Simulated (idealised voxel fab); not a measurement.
process module | voxel released beams
cross-section cut | 140 nm wide | cells 5 nm
A cross-section is a grid of square cells, given in bands from the top down. A band is one or more rows of cells.
Each band's line starts with the height of the band's top and of its bottom, in nm. Then come its materials from left to right, each with its width in nm. One material with "throughout" fills the band from edge to edge. "air" is empty space.
Height 0 is the level under which the wafer as received is all one material. The lowest band goes on downwards, as in "0 down".
A width such as "30 to 40" changes by the same amount from each row of cells to the next, from the band's top row to its bottom row.
"no change" after a step means that no cell of the cross-section changed.
closed voids: empty space of 8 cells or more with no open way to the top, each as width x height at its distance from the left edge, in nm
after a step's settings: what the simulator itself notes on the step
overlay nm, on a step with a mask: how far to the right of its planned place the mask lay; to the left if negative
plan
1 op RECEIVE | material Si
2 op CONFORMAL_DEP | material Al2O3 | thk nm 10
3 op DIRECTIONAL_DEP | material SiO2 | thk nm 15
4 op MASKED_ETCH | tone open | mask id ANCHOR | width nm 25 | etch materials SiO2 | depth nm 15 | overlay nm 0
5 op CONFORMAL_DEP | material W | thk nm 10
6 op MASKED_ETCH | tone cover | mask id BEAM | width nm 70 | etch materials W | depth nm 10 | overlay nm 0
7 op STRIP | etch materials SiO2
first wafer, as planned
as received, after step 1
  0 down: Si throughout
  closed voids: none
after step 2
  10 to 0: Al2O3 throughout
  below 0: unchanged
after step 3
  25 to 10: SiO2 throughout
  below 10: unchanged
after step 4
  25 to 10: SiO2 35 | air 25 | SiO2 80
  below 10: unchanged
after step 5
  35 to 25: W 45 | air 5 | W 90
  25 to 20: SiO2 35 | W 10 | air 5 | W 10 | SiO2 80
  20 to 10: SiO2 35 | W 25 | SiO2 80
  below 10: unchanged
after step 6
  35 to 25: air 30 | W 15 | air 5 | W 50 | air 40
  below 25: unchanged
after step 7
  35 to 25: air 30 | W 15 | air 5 | W 50 | air 40
  25 to 20: air 35 | W 10 | air 5 | W 10 | air 80
  20 to 10: air 35 | W 25 | air 80
  below 10: unchanged
second wafer: like start, like plan, one mistake. Through step 3 it matches the first wafer
when step 4 should have ended
  25 to 10: SiO2 30 | air 25 | SiO2 85
  below 10: unchanged
when step 5 should have ended
  35 to 25: W 40 | air 5 | W 95
  25 to 20: SiO2 30 | W 10 | air 5 | W 10 | SiO2 85
  20 to 10: SiO2 30 | W 25 | SiO2 85
  below 10: unchanged
when step 6 should have ended
  35 to 25: air 30 | W 10 | air 5 | W 55 | air 40
  below 25: unchanged
when step 7 should have ended
  35 to 25: air 30 | W 10 | air 5 | W 55 | air 40
  25 to 20: air 30 | W 10 | air 5 | W 10 | air 85
  20 to 10: air 30 | W 25 | air 85
  below 10: unchanged
what went wrong: step 4 ran as: op MASKED_ETCH | tone open | mask id ANCHOR | width nm 25 | etch materials SiO2 | depth nm 15 | overlay nm -5
at the end the second wafer has, in cells: as many of each material as the first, in other places
